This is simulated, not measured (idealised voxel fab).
Process module heading - voxel plated lines
It is cross-section cut that appears here, measuring 290 nm in width, its square cells being 5 nm in size.
Cross-section = grid of square cells, listed top down in bands; band = one or more rows.
This entry defines a band. It first specifies the height of the band's top and the height of its bottom in nm, and then specifies the band's materials from left to right, stating each material with its width in nm. The word "full width" identifies a single material that fills the band from edge to edge, while the word "empty" identifies empty space.
Beneath 0, the wafer as received is one material, and that level is where height counting begins. The lowest band goes on downward without a bottom; it is written like "0 nm and below".
The notation "30 to 40" denotes a width that varies across the rows of cells in the band, beginning at the first number in the top row, finishing at the second number in the bottom row, and changing by an identical amount from each row to the next.
"no alterations made" means the step left every cell of the cross-section as it was.
Reported under the label "Closed void roster" are the empty spaces having no open way to the top and comprising 8 cells or more; the notation for each is width x height at distance, in which the distance is measured from the left edge and all three values are in nm.
Read whatever lies past the settings on a step's line as the simulator's own remark about the step.
overlay nm: where the mask lay relative to plan, measured to the right, on steps with a mask; negatives go left.
Planned step list for the process:
- 1: RECEIVE,material Si
- 2: CONFORMAL_DEP,material Al2O3,thk nm 10
- 3: DIRECTIONAL_DEP,material TiN,thk nm 5
- 4: PATTERN,tone open,mask id LINES,material resist,width nm 20,pitch nm 35,thk nm 35,overlay nm 0
- 5: EPI,material Ru,thk nm 5
- 6: EPI,material Ru,thk nm 5
- 7: EPI,material Ru,thk nm 10
- 8: STRIP,etch materials resist
- 9: DIRECTIONAL_ETCH,etch materials TiN,depth nm 5
- 10: CONFORMAL_DEP,material SiCN,thk nm 5
Cross-section of the wafer at receipt, which is the condition after step 1:
> 0 nm and below: Si full width
> Closed void roster: none
The following cross-section depicts the wafer upon conclusion of the module. Processing commenced from the starting condition illustrated above and adhered to the plan illustrated above, save for one mistake in execution:
> 40 nm to 35 nm: SiCN (85), then empty (10), then SiCN (25), then empty (10), then SiCN (25), then empty (10), then SiCN (25), then empty (10), then SiCN (90)
> 35 nm to 15 nm: Ru (80), then SiCN (5), then empty (10), then SiCN (5), then Ru (15), then SiCN (5), then empty (10), then SiCN (5), then Ru (15), then SiCN (5), then empty (10), then SiCN (5), then Ru (15), then SiCN (5), then empty (10), then SiCN (5), then Ru (85)
> 15 nm to 10 nm: TiN (80), then SiCN (20), then TiN (15), then SiCN (20), then TiN (15), then SiCN (20), then TiN (15), then SiCN (20), then TiN (85)
> 10 nm to 0 nm: Al2O3 full width
> 0 nm and below: Si full width
> Closed void roster: none
Short version of what went wrong: the process deviated at step 4: the operation and settings actually run there were PATTERN,tone cover,mask id LINES,material resist,width nm 20,pitch nm 35,thk nm 35,overlay nm 0
